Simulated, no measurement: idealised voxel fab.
Process module name: voxel fin reveal
The width of the displayed cross-section, cut, is 300 nm; its cells are square, with a size of 5 nm.
Just so we're on the same page, the cross-sections are grids of square cells, and they're listed out in bands top to bottom, each band one or more rows deep. In this notation a band is specified by the heights of its top and bottom, in that order and in nm, after which its materials appear from left to right, each paired with its width in nm. The word "everywhere" attached to a single material means that material fills the band from edge to edge; the word "empty" stands for empty space. Beneath 0, the wafer as received is one material, and that level is where height counting begins. The lowest band goes on downward without a bottom; it is written like "top 0, no bottom". The notation "30 to 40" denotes a width that varies across the rows of cells in the band, beginning at the first number in the top row, finishing at the second number in the bottom row, and changing by an identical amount from each row to the next. "no change occurred" after a step means that no cell of the cross-section changed. Look at "Unvented internal voids" for the closed voids: empty spaces with no open path to the top, sized 8 cells or up. Each is width x height at distance, distance from the left edge, all nm. Where a step's line continues beyond its settings, the continuation is a remark by the simulator itself on that step. overlay nm: how far to the right of its planned place the mask lay on this masked step (negative: to the left).

PROCESS STEPS - PLAN
1 RECEIVE, material Si
2 CONFORMAL_DEP, material SiN, thk nm 10
3 PATTERN, tone cover, mask id FINS, material resist, width nm 15, pitch nm 35, thk nm 15, overlay nm 0
4 DIRECTIONAL_ETCH, etch materials SiN, depth nm 10
5 DIRECTIONAL_ETCH, etch materials Si, depth nm 35
6 STRIP, etch materials resist
7 FILL_DEP, material SiO2, thk nm 10
8 CMP, height nm 10
9 SELECTIVE_ETCH, etch materials SiO2, depth nm 35
10 STRIP, etch materials SiN
11 CONFORMAL_DEP, material SiO2, thk nm 5

CROSS-SECTIONAL VIEW OF THE WAFER IN ITS AS-RECEIVED CONDITION, CORRESPONDING TO THE STATE AFTER STEP 1
  top 0, no bottom  Si everywhere
  Unvented internal voids: none

WAFER CROSS-SECTION AT MODULE END: FIRST OF TWO, RUN TO PLAN
  top 5, bottom 0  100 empty / 25 SiO2 / 10 empty / 25 SiO2 / 10 empty / 25 SiO2 / 105 empty
  top 0, bottom -20  100 empty / 5 SiO2 / 15 Si / 5 SiO2 / 10 empty / 5 SiO2 / 15 Si / 5 SiO2 / 10 empty / 5 SiO2 / 15 Si / 5 SiO2 / 105 empty
  top -20, bottom -35  105 SiO2 / 15 Si / 20 SiO2 / 15 Si / 20 SiO2 / 15 Si / 110 SiO2
  top -35, no bottom  Si everywhere
  Unvented internal voids: none

END OF MODULE, SECOND WAFER, CROSS-SECTION. STARTED LIKE THE FIRST, PLANNED LIKE THE FIRST, RUN WITH ONE MISTAKE
  top 15, bottom 10  100 empty / 25 SiO2 / 10 empty / 25 SiO2 / 10 empty / 25 SiO2 / 105 empty
  top 10, bottom 0  100 empty / 5 SiO2 / 15 SiN / 5 SiO2 / 10 empty / 5 SiO2 / 15 SiN / 5 SiO2 / 10 empty / 5 SiO2 / 15 SiN / 5 SiO2 / 105 empty
  top 0, bottom -30  100 empty / 5 SiO2 / 15 Si / 5 SiO2 / 10 empty / 5 SiO2 / 15 Si / 5 SiO2 / 10 empty / 5 SiO2 / 15 Si / 5 SiO2 / 105 empty
  top -30, bottom -35  105 SiO2 / 15 Si / 20 SiO2 / 15 Si / 20 SiO2 / 15 Si / 110 SiO2
  top -35, no bottom  Si everywhere
  Unvented internal voids: none
In executing the process, a mistake was made relative to the plan: step 10 ran with different settings than intended, the actual operation and settings being STRIP, etch materials SiO2
Per the end-of-run cell counts, the second wafer holds more or fewer of some materials than the first: SiN +18, SiO2 -78
